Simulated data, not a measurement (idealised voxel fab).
Process module name: voxel self aligned vias
Square cells of 5 nm make up the cross-section cut, whose width is 295 nm.
Throughout this document, each cross-section is represented as a grid of square cells and is presented as a sequence of bands enumerated from the top downward, where a band comprises one or more rows of cells. Heights first: top, then bottom, in nm. Then materials, left to right, each with a width in nm. "full width" on a single material: fills the band edge to edge. "blank": empty space. Where do heights start? At 0: under that level the wafer as delivered is made of one material only. And the lowest band has no floor; it just carries on downward, as in "from 0 down". When a width is written as two numbers, as in "30..40", the first number is the width in the top row of cells of the band and the second is the width in its bottom row, and the width changes by the same amount from each row to the next. The designation "remains unaltered", where it is given for a processing step, indicates that no cell of the cross-section was altered in the course of that step. Empty spaces counting at least 8 cells and having no open way to the top are listed in "Sealed cavities". The notation width x height at distance is used for each, the distance being from the left edge and all three values in nm. Read whatever lies past the settings on a step's line as the simulator's own remark about the step. "overlay nm", when on a step's line for a step with a mask, measures how far to the right of its planned place the mask lay; a negative measure means to the left.
-- Process steps (planned)
1. RECEIVE, material Si
2. CONFORMAL_DEP, material SiO2, thk nm 10
3. CONFORMAL_DEP, material SiCN, thk nm 5
4. DIRECTIONAL_DEP, material SiO2, thk nm 25
5. DIRECTIONAL_DEP, material aC, thk nm 15
6. PATTERN, tone open, mask id LINES, material resist, width nm 20, pitch nm 55, thk nm 30, overlay nm 0
7. DIRECTIONAL_ETCH, etch materials aC, depth nm 15
8. STRIP, etch materials resist
9. DIRECTIONAL_ETCH, etch materials SiO2, depth nm 25
10. STRIP, etch materials aC
11. CONFORMAL_DEP, material TiN, thk nm 5
12. FILL_DEP, material W, thk nm 10
13. CMP, height nm 40
14. SELECTIVE_ETCH, etch materials W Ru TiN, depth nm 5
15. FILL_DEP, material SiN, thk nm 5
16. CMP, height nm 40
17. DIRECTIONAL_DEP, material SiO2, thk nm 20
18. MASKED_ETCH, tone open, mask id VIAS, width nm 30, pitch nm 55, etch materials SiO2, depth nm 20, overlay nm 0
19. MASKED_ETCH, tone open, mask id VIAS, width nm 30, pitch nm 55, etch materials SiN, depth nm 5, overlay nm 0
20. CONFORMAL_DEP, material TiN, thk nm 5
21. FILL_DEP, material Ru, thk nm 10
22. CMP, height nm 60
23. CONFORMAL_DEP, material SiN, thk nm 5
-- Cross-section, incoming material, after step 1
> from 0 down  Si full width
> Sealed cavities: none
-- Cross-section, first of two wafers, end of module, run as planned
> from 65 to 60  SiN full width
> from 60 to 45  SiO2 (75), then TiN (5), then Ru (20), then TiN (5), then SiO2 (25), then TiN (5), then Ru (20), then TiN (5), then SiO2 (25), then TiN (5), then Ru (20), then TiN (5), then SiO2 (80)
> from 45 to 40  SiO2 (75), then TiN (10), then Ru (10), then TiN (10), then SiO2 (25), then TiN (10), then Ru (10), then TiN (10), then SiO2 (25), then TiN (10), then Ru (10), then TiN (10), then SiO2 (80)
> from 40 to 35  SiO2 (80), then TiN (20), then SiO2 (35), then TiN (20), then SiO2 (35), then TiN (20), then SiO2 (85)
> from 35 to 20  SiO2 (80), then TiN (5), then W (10), then TiN (5), then SiO2 (35), then TiN (5), then W (10), then TiN (5), then SiO2 (35), then TiN (5), then W (10), then TiN (5), then SiO2 (85)
> from 20 to 15  SiO2 (80), then TiN (20), then SiO2 (35), then TiN (20), then SiO2 (35), then TiN (20), then SiO2 (85)
> from 15 to 10  SiCN full width
> from 10 to 0  SiO2 full width
> from 0 down  Si full width
> Sealed cavities: none
-- Second wafer through the module, sectioned at the end: same beginning and same plan as the first wafer, with one mistake in carrying it out
> from 80 to 75  SiN full width
> from 75 to 65  Ru full width
> from 65 to 60  TiN (80), then Ru (20), then TiN (35), then Ru (20), then TiN (35), then Ru (20), then TiN (85)
> from 60 to 45  SiO2 (75), then TiN (5), then Ru (20), then TiN (5), then SiO2 (25), then TiN (5), then Ru (20), then TiN (5), then SiO2 (25), then TiN (5), then Ru (20), then TiN (5), then SiO2 (80)
> from 45 to 40  SiO2 (75), then TiN (10), then Ru (10), then TiN (10), then SiO2 (25), then TiN (10), then Ru (10), then TiN (10), then SiO2 (25), then TiN (10), then Ru (10), then TiN (10), then SiO2 (80)
> from 40 to 35  SiO2 (80), then TiN (20), then SiO2 (35), then TiN (20), then SiO2 (35), then TiN (20), then SiO2 (85)
> from 35 to 20  SiO2 (80), then TiN (5), then W (10), then TiN (5), then SiO2 (35), then TiN (5), then W (10), then TiN (5), then SiO2 (35), then TiN (5), then W (10), then TiN (5), then SiO2 (85)
> from 20 to 15  SiO2 (80), then TiN (20), then SiO2 (35), then TiN (20), then SiO2 (35), then TiN (20), then SiO2 (85)
> from 15 to 10  SiCN full width
> from 10 to 0  SiO2 full width
> from 0 down  Si full width
> Sealed cavities: none
Misprocessing identified: the plan's step 22 was left out and never carried out
Upon completion, the second wafer contains, in terms of cells, a greater or smaller amount of certain materials than the first wafer: Ru: 130 more, TiN: 47 more
